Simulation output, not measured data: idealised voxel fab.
A process module follows: voxel gate over fins.
Cross-section cut: width 235 nm, square cells of 5 nm.
Square cells in a grid make up a cross-section in this document, and the grid is given as bands, listed from the top down, each one or more rows of cells.
Quick guide to a band line: top height, bottom height (nm) up front; then every material left to right with its width in nm. Only one material and it's marked "all across"? Then it fills the band edge to edge. And "air" just means empty space.
The reference from which all heights are counted is 0, the level beneath which the as-received wafer is entirely one material; the lowest band, having no lower bound, proceeds downward and is written after the example "z 0 and below".
Width spec "30->40" -> top row of cells at first value, bottom row at second value, equal per-row change in between.
The cross-section has no changed cell in any step marked "all unchanged".
Each empty space that has no open way to the top and spans at least 8 cells appears under "Fully closed voids" as width x height at distance, the distance counted from the left edge, all in nm.
Whatever follows a step's settings on its line is a remark the simulator itself makes about that step.
If you see "overlay nm" on a step's line and that step has a mask, it's telling you how far right of where it was planned the mask ended up; a negative number means it went left instead.
[Process steps foreseen in the plan]
1 RECEIVE (material Si)
2 CONFORMAL_DEP (material SiN; thk nm 10)
3 PATTERN (tone cover; mask id FINS; material resist; width nm 15; pitch nm 45; thk nm 20; overlay nm 0)
4 DIRECTIONAL_ETCH (etch materials SiN; depth nm 10)
5 DIRECTIONAL_ETCH (etch materials Si; depth nm 40)
6 STRIP (etch materials resist)
7 FILL_DEP (material SiO2; thk nm 5)
8 CMP (height nm 10)
9 SELECTIVE_ETCH (etch materials SiO2; depth nm 25)
10 STRIP (etch materials SiN)
11 CONFORMAL_DEP (material HfO2; thk nm 5)
12 CONFORMAL_DEP (material TiN; thk nm 5)
13 CONFORMAL_DEP (material TiAl; thk nm 5)
14 CONFORMAL_DEP (material TiN; thk nm 5)
15 FILL_DEP (material W; thk nm 15)
16 CMP (height nm 30)
17 CONFORMAL_DEP (material SiN; thk nm 5)
[The first wafer of two, processed as planned]
[Cross-section of the wafer upon arrival, representing the state reached after step 1]
* z 0 and below | Si all across
* Fully closed voids: none
[Wafer after step 2 (cross-section)]
* z 10 to 0 | SiN all across
* Heights below 0 show no change.
[Wafer after step 3 (cross-section)]
* z 30 to 10 | 85 of air, 15 of resist, 30 of air, 15 of resist, 90 of air
* Heights below 10 show no change.
[Wafer after step 4 (cross-section)]
* z 30 to 10 | 85 of air, 15 of resist, 30 of air, 15 of resist, 90 of air
* z 10 to 0 | 85 of air, 15 of SiN, 30 of air, 15 of SiN, 90 of air
* Heights below 0 show no change.
[Wafer after step 5 (cross-section)]
* z 30 to 10 | 85 of air, 15 of resist, 30 of air, 15 of resist, 90 of air
* z 10 to 0 | 85 of air, 15 of SiN, 30 of air, 15 of SiN, 90 of air
* z 0 to -40 | 85 of air, 15 of Si, 30 of air, 15 of Si, 90 of air
* Heights below -40 show no change.
[Wafer after step 6 (cross-section)]
* z 10 to 0 | 85 of air, 15 of SiN, 30 of air, 15 of SiN, 90 of air
* Heights below 0 show no change.
[Wafer after step 7 (cross-section)]
* z 15 to 10 | SiO2 all across
* z 10 to 0 | 85 of SiO2, 15 of SiN, 30 of SiO2, 15 of SiN, 90 of SiO2
* z 0 to -40 | 85 of SiO2, 15 of Si, 30 of SiO2, 15 of Si, 90 of SiO2
* Heights below -40 show no change.
[Wafer after step 8 (cross-section)]
* z 10 to 0 | 85 of SiO2, 15 of SiN, 30 of SiO2, 15 of SiN, 90 of SiO2
* Heights below 0 show no change.
[Wafer after step 9 (cross-section)]
* z 10 to 0 | 85 of air, 15 of SiN, 30 of air, 15 of SiN, 90 of air
* z 0 to -15 | 85 of air, 15 of Si, 30 of air, 15 of Si, 90 of air
* Heights below -15 show no change.
[Wafer after step 10 (cross-section)]
* z 0 to -15 | 85 of air, 15 of Si, 30 of air, 15 of Si, 90 of air
* Heights below -15 show no change.
[Wafer after step 11 (cross-section)]
* z 5 to 0 | 80 of air, 25 of HfO2, 20 of air, 25 of HfO2, 85 of air
* z 0 to -10 | 80 of air, 5 of HfO2, 15 of Si, 5 of HfO2, 20 of air, 5 of HfO2, 15 of Si, 5 of HfO2, 85 of air
* z -10 to -15 | 85 of HfO2, 15 of Si, 30 of HfO2, 15 of Si, 90 of HfO2
* Heights below -15 show no change.
[Wafer after step 12 (cross-section)]
* z 10 to 5 | 75 of air, 35 of TiN, 10 of air, 35 of TiN, 80 of air
* z 5 to 0 | 75 of air, 5 of TiN, 25 of HfO2, 5 of TiN, 10 of air, 5 of TiN, 25 of HfO2, 5 of TiN, 80 of air
* z 0 to -5 | 75 of air, 5 of TiN, 5 of HfO2, 15 of Si, 5 of HfO2, 5 of TiN, 10 of air, 5 of TiN, 5 of HfO2, 15 of Si, 5 of HfO2, 5 of TiN, 80 of air
* z -5 to -10 | 80 of TiN, 5 of HfO2, 15 of Si, 5 of HfO2, 20 of TiN, 5 of HfO2, 15 of Si, 5 of HfO2, 85 of TiN
* Heights below -10 show no change.
[Wafer after step 13 (cross-section)]
* z 15 to 10 | 70 of air, 90 of TiAl, 75 of air
* z 10 to 5 | 70 of air, 5 of TiAl, 35 of TiN, 10 of TiAl, 35 of TiN, 5 of TiAl, 75 of air
* z 5 to 0 | 70 of air, 5 of TiAl, 5 of TiN, 25 of HfO2, 5 of TiN, 10 of TiAl, 5 of TiN, 25 of HfO2, 5 of TiN, 5 of TiAl, 75 of air
* z 0 to -5 | 75 of TiAl, 5 of TiN, 5 of HfO2, 15 of Si, 5 of HfO2, 5 of TiN, 10 of TiAl, 5 of TiN, 5 of HfO2, 15 of Si, 5 of HfO2, 5 of TiN, 80 of TiAl
* Heights below -5 show no change.
[Wafer after step 14 (cross-section)]
* z 20 to 15 | 65 of air, 100 of TiN, 70 of air
* z 15 to 10 | 65 of air, 5 of TiN, 90 of TiAl, 5 of TiN, 70 of air
* z 10 to 5 | 65 of air, 5 of TiN, 5 of TiAl, 35 of TiN, 10 of TiAl, 35 of TiN, 5 of TiAl, 5 of TiN, 70 of air
* z 5 to 0 | 70 of TiN, 5 of TiAl, 5 of TiN, 25 of HfO2, 5 of TiN, 10 of TiAl, 5 of TiN, 25 of HfO2, 5 of TiN, 5 of TiAl, 75 of TiN
* Heights below 0 show no change.
[Wafer after step 15 (cross-section)]
* z 35 to 20 | W all across
* z 20 to 15 | 65 of W, 100 of TiN, 70 of W
* z 15 to 10 | 65 of W, 5 of TiN, 90 of TiAl, 5 of TiN, 70 of W
* z 10 to 5 | 65 of W, 5 of TiN, 5 of TiAl, 35 of TiN, 10 of TiAl, 35 of TiN, 5 of TiAl, 5 of TiN, 70 of W
* Heights below 5 show no change.
[Wafer after step 16 (cross-section)]
* z 30 to 20 | W all across
* Heights below 20 show no change.
[Wafer after step 17 (cross-section)]
* z 35 to 30 | SiN all across
* Heights below 30 show no change.
[The second wafer was prepared from the same starting point and under the same plan as the first; its processing contained one mistake, and it remains indistinguishable from the first wafer up to and including step 2]
[Second wafer at the planned finish of step 3, seen in cross-section]
* z 30 to 10 | 80 of air, 25 of resist, 20 of air, 25 of resist, 85 of air
* Heights below 10 show no change.
[Second wafer at the planned finish of step 4, seen in cross-section]
* z 30 to 10 | 80 of air, 25 of resist, 20 of air, 25 of resist, 85 of air
* z 10 to 0 | 80 of air, 25 of SiN, 20 of air, 25 of SiN, 85 of air
* Heights below 0 show no change.
[Second wafer at the planned finish of step 5, seen in cross-section]
* z 30 to 10 | 80 of air, 25 of resist, 20 of air, 25 of resist, 85 of air
* z 10 to 0 | 80 of air, 25 of SiN, 20 of air, 25 of SiN, 85 of air
* z 0 to -40 | 80 of air, 25 of Si, 20 of air, 25 of Si, 85 of air
* Heights below -40 show no change.
[Second wafer at the planned finish of step 6, seen in cross-section]
* z 10 to 0 | 80 of air, 25 of SiN, 20 of air, 25 of SiN, 85 of air
* Heights below 0 show no change.
[Second wafer at the planned finish of step 7, seen in cross-section]
* z 15 to 10 | SiO2 all across
* z 10 to 0 | 80 of SiO2, 25 of SiN, 20 of SiO2, 25 of SiN, 85 of SiO2
* z 0 to -40 | 80 of SiO2, 25 of Si, 20 of SiO2, 25 of Si, 85 of SiO2
* Heights below -40 show no change.
[Second wafer at the planned finish of step 8, seen in cross-section]
* z 10 to 0 | 80 of SiO2, 25 of SiN, 20 of SiO2, 25 of SiN, 85 of SiO2
* Heights below 0 show no change.
[Second wafer at the planned finish of step 9, seen in cross-section]
* z 10 to 0 | 80 of air, 25 of SiN, 20 of air, 25 of SiN, 85 of air
* z 0 to -15 | 80 of air, 25 of Si, 20 of air, 25 of Si, 85 of air
* Heights below -15 show no change.
[Second wafer at the planned finish of step 10, seen in cross-section]
* z 0 to -15 | 80 of air, 25 of Si, 20 of air, 25 of Si, 85 of air
* Heights below -15 show no change.
[Second wafer at the planned finish of step 11, seen in cross-section]
* z 5 to 0 | 75 of air, 35 of HfO2, 10 of air, 35 of HfO2, 80 of air
* z 0 to -10 | 75 of air, 5 of HfO2, 25 of Si, 5 of HfO2, 10 of air, 5 of HfO2, 25 of Si, 5 of HfO2, 80 of air
* z -10 to -15 | 80 of HfO2, 25 of Si, 20 of HfO2, 25 of Si, 85 of HfO2
* Heights below -15 show no change.
[Second wafer at the planned finish of step 12, seen in cross-section]
* z 10 to 5 | 70 of air, 90 of TiN, 75 of air
* z 5 to 0 | 70 of air, 5 of TiN, 35 of HfO2, 10 of TiN, 35 of HfO2, 5 of TiN, 75 of air
* z 0 to -5 | 70 of air, 5 of TiN, 5 of HfO2, 25 of Si, 5 of HfO2, 10 of TiN, 5 of HfO2, 25 of Si, 5 of HfO2, 5 of TiN, 75 of air
* z -5 to -10 | 75 of TiN, 5 of HfO2, 25 of Si, 5 of HfO2, 10 of TiN, 5 of HfO2, 25 of Si, 5 of HfO2, 80 of TiN
* Heights below -10 show no change.
[Second wafer at the planned finish of step 13, seen in cross-section]
* z 15 to 10 | 65 of air, 100 of TiAl, 70 of air
* z 10 to 5 | 65 of air, 5 of TiAl, 90 of TiN, 5 of TiAl, 70 of air
* z 5 to 0 | 65 of air, 5 of TiAl, 5 of TiN, 35 of HfO2, 10 of TiN, 35 of HfO2, 5 of TiN, 5 of TiAl, 70 of air
* z 0 to -5 | 70 of TiAl, 5 of TiN, 5 of HfO2, 25 of Si, 5 of HfO2, 10 of TiN, 5 of HfO2, 25 of Si, 5 of HfO2, 5 of TiN, 75 of TiAl
* Heights below -5 show no change.
[Second wafer at the planned finish of step 14, seen in cross-section]
* z 20 to 15 | 60 of air, 110 of TiN, 65 of air
* z 15 to 10 | 60 of air, 5 of TiN, 100 of TiAl, 5 of TiN, 65 of air
* z 10 to 5 | 60 of air, 5 of TiN, 5 of TiAl, 90 of TiN, 5 of TiAl, 5 of TiN, 65 of air
* z 5 to 0 | 65 of TiN, 5 of TiAl, 5 of TiN, 35 of HfO2, 10 of TiN, 35 of HfO2, 5 of TiN, 5 of TiAl, 70 of TiN
* Heights below 0 show no change.
[Second wafer at the planned finish of step 15, seen in cross-section]
* z 35 to 20 | W all across
* z 20 to 15 | 60 of W, 110 of TiN, 65 of W
* z 15 to 10 | 60 of W, 5 of TiN, 100 of TiAl, 5 of TiN, 65 of W
* z 10 to 5 | 60 of W, 5 of TiN, 5 of TiAl, 90 of TiN, 5 of TiAl, 5 of TiN, 65 of W
* Heights below 5 show no change.
[Second wafer at the planned finish of step 16, seen in cross-section]
* z 30 to 20 | W all across
* Heights below 20 show no change.
[Second wafer at the planned finish of step 17, seen in cross-section]
* z 35 to 30 | SiN all across
* Heights below 30 show no change.
Against the plan, the run slipped here: step 3, actual vs plan mismatch, actual run PATTERN (tone cover; mask id FINS; material resist; width nm 25; pitch nm 45; thk nm 20; overlay nm 0)
Final difference in cells, second wafer against first, listed per material as more or fewer: 32 more of Si | 20 fewer of SiO2 | 6 fewer of TiAl | 6 fewer of W
